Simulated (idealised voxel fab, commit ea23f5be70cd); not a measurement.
Process module in this document: voxel transistor to metal
cross-section cut | 150 nm wide | cells 5 nm
Cross-section = grid of square cells, listed top down in bands; band = one or more rows. In this notation a band is specified by the heights of its top and bottom, in that order and in nm, after which its materials appear from left to right, each paired with its width in nm. The word "all across" attached to a single material means that material fills the band from edge to edge; the word "air" stands for empty space. Height reference: 0 = level under which incoming wafer is all one material. Lowest band: no bottom, runs on downward, e.g. "top 0, no bottom". Width: "30->40" (first number = top row, second number = bottom row, same change from row to row of cells). A step reported as "nothing was modified" is a step in which no cell of the cross-section changed. "Closed void entries" contains a list of empty spaces, each no smaller than 8 cells and without an open way to the top, written in the form width x height at distance with the distance from the left edge and all three in nm. Past the settings on a step's line: simulator remark, on that step. overlay nm: how far to the right of its planned place the mask lay on this masked step (negative: to the left).

Intended process steps
1,RECEIVE with material Si
2,OXIDIZE with depth nm 5
3,CONFORMAL_DEP with material SiN, thk nm 10
4,MASKED_ETCH with tone cover, mask id ACTIVE, width nm 115, etch materials SiN, depth nm 10, overlay nm 0
5,MASKED_ETCH with tone cover, mask id ACTIVE, width nm 115, etch materials SiO2, depth nm 5, overlay nm 0
6,MASKED_ETCH with tone cover, mask id ACTIVE, width nm 115, etch materials Si, depth nm 25, overlay nm 0
7,OXIDIZE with depth nm 5
8,FILL_DEP with material SiO2, thk nm 10
9,CMP with height nm 10
10,SELECTIVE_ETCH with etch materials SiO2, depth nm 5
11,STRIP with etch materials SiN
12,SELECTIVE_ETCH with etch materials SiO2, depth nm 5
13,OXIDIZE with depth nm 5
14,DIRECTIONAL_DEP with material polySi, thk nm 30
15,DIRECTIONAL_DEP with material SiCN, thk nm 15
16,DIRECTIONAL_DEP with material aC, thk nm 15
17,PATTERN with tone cover, mask id GATE, material resist, width nm 25, thk nm 35, overlay nm 0
18,DIRECTIONAL_ETCH with etch materials aC, depth nm 15
19,STRIP with etch materials resist
20,DIRECTIONAL_ETCH with etch materials SiCN, depth nm 25
21,DIRECTIONAL_ETCH with etch materials polySi, depth nm 40
22,STRIP with etch materials aC
23,CONFORMAL_DEP with material SiN, thk nm 5
24,DIRECTIONAL_ETCH with etch materials SiN, depth nm 5
25,DIRECTIONAL_ETCH with etch materials SiO2, depth nm 5
26,EPI with material nSi, thk nm 5
27,FILL_DEP with material SiO2, thk nm 10
28,CMP with height nm 25
29,STRIP with etch materials polySi
30,SELECTIVE_ETCH with etch materials SiO2, depth nm 5
31,CONFORMAL_DEP with material HfO2, thk nm 5
32,CONFORMAL_DEP with material TiN, thk nm 5
33,FILL_DEP with material W, thk nm 5
34,CMP with height nm 20
35,DIRECTIONAL_DEP with material SiO2, thk nm 10
36,DIRECTIONAL_DEP with material aC, thk nm 10
37,PATTERN with tone open, mask id CONTACT, material resist, width nm 20, pitch nm 85, thk nm 25, overlay nm 0
38,DIRECTIONAL_ETCH with etch materials aC, depth nm 10
39,STRIP with etch materials resist
40,DIRECTIONAL_ETCH with etch materials SiO2, depth nm 35
41,STRIP with etch materials aC
42,CONFORMAL_DEP with material TiN, thk nm 5
43,FILL_DEP with material W, thk nm 10
44,CMP with height nm 30
45,DIRECTIONAL_DEP with material TiN, thk nm 5
46,DIRECTIONAL_DEP with material W, thk nm 15
47,DIRECTIONAL_DEP with material aC, thk nm 15
48,PATTERN with tone cover, mask id METAL_1, material resist, width nm 15, pitch nm 85, thk nm 30, overlay nm 0
49,DIRECTIONAL_ETCH with etch materials aC, depth nm 15
50,STRIP with etch materials resist
51,DIRECTIONAL_ETCH with etch materials W, depth nm 15
52,DIRECTIONAL_ETCH with etch materials TiN, depth nm 5
53,STRIP with etch materials aC
54,CONFORMAL_DEP with material SiCN, thk nm 5
55,FILL_DEP with material lowk, thk nm 10
56,CMP with height nm 50
57,CONFORMAL_DEP with material SiCN, thk nm 5
58,DIRECTIONAL_DEP with material lowk, thk nm 35
59,PATTERN with tone open, mask id METAL_2, material resist, width nm 20, pitch nm 85, thk nm 20, overlay nm 0
60,DIRECTIONAL_ETCH with etch materials lowk, depth nm 20
61,STRIP with etch materials resist
62,DIRECTIONAL_DEP with material aC, thk nm 15
63,PATTERN with tone open, mask id METAL_2_HOLES, material resist, width nm 15, pitch nm 85, thk nm 35, overlay nm 0
64,DIRECTIONAL_ETCH with etch materials aC, depth nm 15
65,STRIP with etch materials resist
66,DIRECTIONAL_ETCH with etch materials lowk, depth nm 15
67,DIRECTIONAL_ETCH with etch materials SiCN, depth nm 5
68,STRIP with etch materials aC
69,CONFORMAL_DEP with material TiN, thk nm 5
70,FILL_DEP with material Cu, thk nm 10
71,CMP with height nm 90
72,CONFORMAL_DEP with material SiCN, thk nm 5
Among the wafers covered here, the point of difference is the width nm at step 48; their starting state is shared, and the plan presents the value of the first wafer.

Cut through the first of several wafers as received, post step 1
  top 0, no bottom: Si all across
  Closed void entries: none

First of several wafers, sectioned at end of module (last step: step 72)
  top 95, bottom 90: SiCN all across
  top 90, bottom 75: lowk (20) / TiN (5) / Cu (10) / TiN (5) / lowk (65) / TiN (5) / Cu (10) / TiN (5) / lowk (25)
  top 75, bottom 70: lowk (20) / TiN (5) / Cu (5) / TiN (10) / lowk (65) / TiN (5) / Cu (5) / TiN (10) / lowk (25)
  top 70, bottom 55: lowk (20) / TiN (5) / Cu (5) / TiN (5) / lowk (70) / TiN (5) / Cu (5) / TiN (5) / lowk (30)
  top 55, bottom 50: SiCN (20) / TiN (15) / SiCN (70) / TiN (15) / SiCN (30)
  top 50, bottom 35: lowk (20) / SiCN (5) / W (15) / SiCN (5) / lowk (60) / SiCN (5) / W (15) / SiCN (5) / lowk (20)
  top 35, bottom 30: SiCN (25) / TiN (15) / SiCN (70) / TiN (15) / SiCN (25)
  top 30, bottom 20: SiO2 (20) / TiN (5) / W (10) / TiN (5) / SiO2 (65) / TiN (5) / W (10) / TiN (5) / SiO2 (25)
  top 20, bottom 0: SiO2 (20) / TiN (5) / W (10) / TiN (5) / SiO2 (15) / SiN (5) / HfO2 (5) / TiN (5) / W (5) / TiN (5) / HfO2 (5) / SiN (5) / SiO2 (15) / TiN (5) / W (10) / TiN (5) / SiO2 (25)
  top 0, bottom -5: SiO2 (10) / SiN (5) / SiO2 (5) / TiN (20) / SiO2 (15) / SiN (5) / HfO2 (5) / TiN (15) / HfO2 (5) / SiN (5) / SiO2 (15) / TiN (20) / SiO2 (5) / SiN (5) / SiO2 (15)
  top -5, bottom -10: SiO2 (15) / nSi (40) / HfO2 (35) / nSi (40) / SiO2 (20)
  top -10, bottom -35: SiO2 (20) / Si (105) / SiO2 (25)
  top -35, no bottom: Si all across
  Closed void entries: none

Cross-section of the final wafer among several, taken at the end of the module
  top 95, bottom 90: SiCN all across
  top 90, bottom 75: lowk (20) / TiN (5) / Cu (10) / TiN (5) / lowk (65) / TiN (5) / Cu (10) / TiN (5) / lowk (25)
  top 75, bottom 70: lowk (20) / TiN (5) / Cu (5) / TiN (10) / lowk (65) / TiN (5) / Cu (5) / TiN (10) / lowk (25)
  top 70, bottom 55: lowk (20) / TiN (5) / Cu (5) / TiN (5) / lowk (70) / TiN (5) / Cu (5) / TiN (5) / lowk (30)
  top 55, bottom 50: SiCN (20) / TiN (15) / SiCN (70) / TiN (15) / SiCN (30)
  top 50, bottom 35: lowk (10) / SiCN (5) / W (35) / SiCN (5) / lowk (40) / SiCN (5) / W (35) / SiCN (5) / lowk (10)
  top 35, bottom 30: SiCN (15) / TiN (35) / SiCN (50) / TiN (35) / SiCN (15)
  top 30, bottom 20: SiO2 (20) / TiN (5) / W (10) / TiN (5) / SiO2 (65) / TiN (5) / W (10) / TiN (5) / SiO2 (25)
  top 20, bottom 0: SiO2 (20) / TiN (5) / W (10) / TiN (5) / SiO2 (15) / SiN (5) / HfO2 (5) / TiN (5) / W (5) / TiN (5) / HfO2 (5) / SiN (5) / SiO2 (15) / TiN (5) / W (10) / TiN (5) / SiO2 (25)
  top 0, bottom -5: SiO2 (10) / SiN (5) / SiO2 (5) / TiN (20) / SiO2 (15) / SiN (5) / HfO2 (5) / TiN (15) / HfO2 (5) / SiN (5) / SiO2 (15) / TiN (20) / SiO2 (5) / SiN (5) / SiO2 (15)
  top -5, bottom -10: SiO2 (15) / nSi (40) / HfO2 (35) / nSi (40) / SiO2 (20)
  top -10, bottom -35: SiO2 (20) / Si (105) / SiO2 (25)
  top -35, no bottom: Si all across
  Closed void entries: none

Every row in this table is a wafer at the end of the module, and it gives, for each of the materials, the cells that wafer has gained (+) or lost (-) since it was received, then its closed voids
width nm 15, +20 Cu, +17 HfO2, -105 Si, +90 SiCN, +12 SiN, +169 SiO2, +85 TiN, +46 W, +220 lowk, +16 nSi, Closed void entries: none
width nm 20, +20 Cu, +17 HfO2, -105 Si, +88 SiCN, +12 SiN, +169 SiO2, +87 TiN, +52 W, +214 lowk, +16 nSi, Closed void entries: none
width nm 25, +20 Cu, +17 HfO2, -105 Si, +86 SiCN, +12 SiN, +169 SiO2, +89 TiN, +58 W, +208 lowk, +16 nSi, Closed void entries: none
width nm 30, +20 Cu, +17 HfO2, -105 Si, +84 SiCN, +12 SiN, +169 SiO2, +91 TiN, +64 W, +202 lowk, +16 nSi, Closed void entries: none
width nm 35, +20 Cu, +17 HfO2, -105 Si, +82 SiCN, +12 SiN, +169 SiO2, +93 TiN, +70 W, +196 lowk, +16 nSi, Closed void entries: none
